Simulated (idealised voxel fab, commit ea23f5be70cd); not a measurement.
Documented hereafter: the process module known as voxel transistor to metal.
Shown is cross-section cut, with a width of 140 nm and square cells of size 5 nm.
Bands, listed from the top down, are how a cross-section gets written in this document; the cross-section itself is a grid of square cells, and a band is one or more rows of them. Top height, bottom height, nm. Materials left to right, width each, nm. Single material + "edge to edge" = fills band edge to edge. "empty" = empty. For the purposes of this specification, 0 denotes the height below which the wafer in its as-received condition is composed wholly of one material, and the lowermost band, lacking a lower limit, extends downward without end, as expressed in "0 nm and below". It should be noted that a width expressed as "30->40" varies in equal increments from row to row of cells within the band, taking the value of the first number at the top row and that of the second number at the bottom row. Any step labelled "nothing changed" changed none of the cells in the cross-section. The entry titled "Closed void listing" provides the empty spaces that have no open way to the top, restricted to those of 8 cells or more. Each is presented as width x height at distance, the distance being measured from the left edge, with all three in nm. Read whatever lies past the settings on a step's line as the simulator's own remark about the step. When a step includes a mask, the "overlay nm" setting on its line states how far to the right of its planned place that mask lay, and negative values state how far to the left.
**So here's the lineup of process steps we planned**
1: RECEIVE,material Si
2: CONFORMAL_DEP,material SiO2,thk nm 5
3: CONFORMAL_DEP,material SiN,thk nm 10
4: PATTERN,tone cover,mask id ACTIVE,material resist,width nm 100,thk nm 15,overlay nm 0
5: DIRECTIONAL_ETCH,etch materials SiN,depth nm 10
6: DIRECTIONAL_ETCH,etch materials SiO2,depth nm 5
7: DIRECTIONAL_ETCH,etch materials Si,depth nm 35
8: STRIP,etch materials resist
9: FILL_DEP,material SiO2,thk nm 10
10: CMP,height nm 15
11: SELECTIVE_ETCH,etch materials SiO2,depth nm 5
12: STRIP,etch materials SiN
13: SELECTIVE_ETCH,etch materials SiO2,depth nm 5
14: OXIDIZE,depth nm 5
15: DIRECTIONAL_DEP,material polySi,thk nm 20
16: DIRECTIONAL_DEP,material SiCN,thk nm 10
17: PATTERN,tone cover,mask id GATE,material resist,width nm 30,thk nm 20,overlay nm 0
18: DIRECTIONAL_ETCH,etch materials SiCN,depth nm 20
19: DIRECTIONAL_ETCH,etch materials polySi,depth nm 30
20: STRIP,etch materials resist
21: CONFORMAL_DEP,material SiO2,thk nm 5
22: DIRECTIONAL_ETCH,etch materials SiO2,depth nm 5
23: CONFORMAL_DEP,material SiN,thk nm 10
24: DIRECTIONAL_ETCH,etch materials SiN,depth nm 10
25: DIRECTIONAL_ETCH,etch materials SiO2,depth nm 5
26: DIRECTIONAL_ETCH,etch materials Si,depth nm 15
27: EPI,material nSi,thk nm 15
28: FILL_DEP,material SiO2,thk nm 10
29: CMP,height nm 20
30: STRIP,etch materials polySi
31: SELECTIVE_ETCH,etch materials SiO2,depth nm 5
32: CONFORMAL_DEP,material HfO2,thk nm 5
33: CONFORMAL_DEP,material TiN,thk nm 5
34: FILL_DEP,material W,thk nm 10
35: CMP,height nm 15
36: DIRECTIONAL_DEP,material SiO2,thk nm 10
37: MASKED_ETCH,tone open,mask id CONTACT,width nm 15,pitch nm 75,etch materials SiO2,depth nm 15,overlay nm 0
38: CONFORMAL_DEP,material TiN,thk nm 5
39: FILL_DEP,material Ru,thk nm 10
40: CMP,height nm 25
41: DIRECTIONAL_DEP,material TiN,thk nm 5
42: DIRECTIONAL_DEP,material Ru,thk nm 25
43: MASKED_ETCH,tone cover,mask id METAL_1,width nm 15,pitch nm 75,etch materials Ru,depth nm 25,overlay nm 0
44: MASKED_ETCH,tone cover,mask id METAL_1,width nm 15,pitch nm 75,etch materials TiN,depth nm 5,overlay nm 0
45: FILL_DEP,material lowk,thk nm 5
46: CMP,height nm 55
47: CONFORMAL_DEP,material SiCN,thk nm 5
48: DIRECTIONAL_DEP,material SiO2,thk nm 30
49: DIRECTIONAL_DEP,material aC,thk nm 15
50: PATTERN,tone open,mask id METAL_2,material resist,width nm 15,pitch nm 75,thk nm 35,overlay nm 0
51: DIRECTIONAL_ETCH,etch materials aC,depth nm 15
52: STRIP,etch materials resist
53: DIRECTIONAL_ETCH,etch materials SiO2,depth nm 15
54: STRIP,etch materials aC
55: PATTERN,tone open,mask id METAL_2_HOLES,material resist,width nm 15,pitch nm 75,thk nm 20,overlay nm 0
56: DIRECTIONAL_ETCH,etch materials SiO2,depth nm 15
57: DIRECTIONAL_ETCH,etch materials SiCN,depth nm 5
58: STRIP,etch materials resist
59: CONFORMAL_DEP,material TiN,thk nm 5
60: FILL_DEP,material Cu,thk nm 5
61: CMP,height nm 90
62: CONFORMAL_DEP,material SiN,thk nm 5
**Cross-section of the wafer as it came to us, i.e., already through step 1**
	0 nm and below = Si edge to edge
	Closed void listing: none
**Post-module cross-section: identical start and plan to those above, one misstep in execution**
	95 nm to 90 nm = SiN edge to edge
	90 nm to 60 nm = SiO2 (25) / TiN (5) / Cu (5) / TiN (5) / SiO2 (60) / TiN (5) / Cu (5) / TiN (5) / SiO2 (25)
	60 nm to 55 nm = SiCN (25) / TiN (15) / SiCN (60) / TiN (15) / SiCN (25)
	55 nm to 30 nm = lowk (25) / Ru (15) / lowk (60) / Ru (15) / lowk (25)
	30 nm to 25 nm = lowk (25) / TiN (15) / lowk (60) / TiN (15) / lowk (25)
	25 nm to 15 nm = Ru edge to edge
	15 nm to 10 nm = SiO2 (40) / SiN (10) / HfO2 (5) / TiN (5) / W (20) / TiN (5) / HfO2 (5) / SiN (10) / SiO2 (40)
	10 nm to 5 nm = SiO2 (25) / nSi (15) / SiN (10) / HfO2 (5) / TiN (5) / W (20) / TiN (5) / HfO2 (5) / SiN (10) / nSi (15) / SiO2 (25)
	5 nm to 0 nm = SiO2 (20) / SiN (10) / nSi (10) / SiN (10) / HfO2 (5) / TiN (30) / HfO2 (5) / SiN (10) / nSi (10) / SiN (10) / SiO2 (20)
	0 nm to -5 nm = SiO2 (30) / nSi (10) / SiO2 (10) / HfO2 (40) / SiO2 (10) / nSi (10) / SiO2 (30)
	-5 nm to -20 nm = SiO2 (20) / Si (10) / nSi (10) / Si (60) / nSi (10) / Si (10) / SiO2 (20)
	-20 nm to -35 nm = SiO2 (20) / Si (100) / SiO2 (20)
	-35 nm and below = Si edge to edge
	Closed void listing: none
What was the processing mistake? the process deviated at step 36: the operation and settings actually run there were DIRECTIONAL_DEP,material Ru,thk nm 10
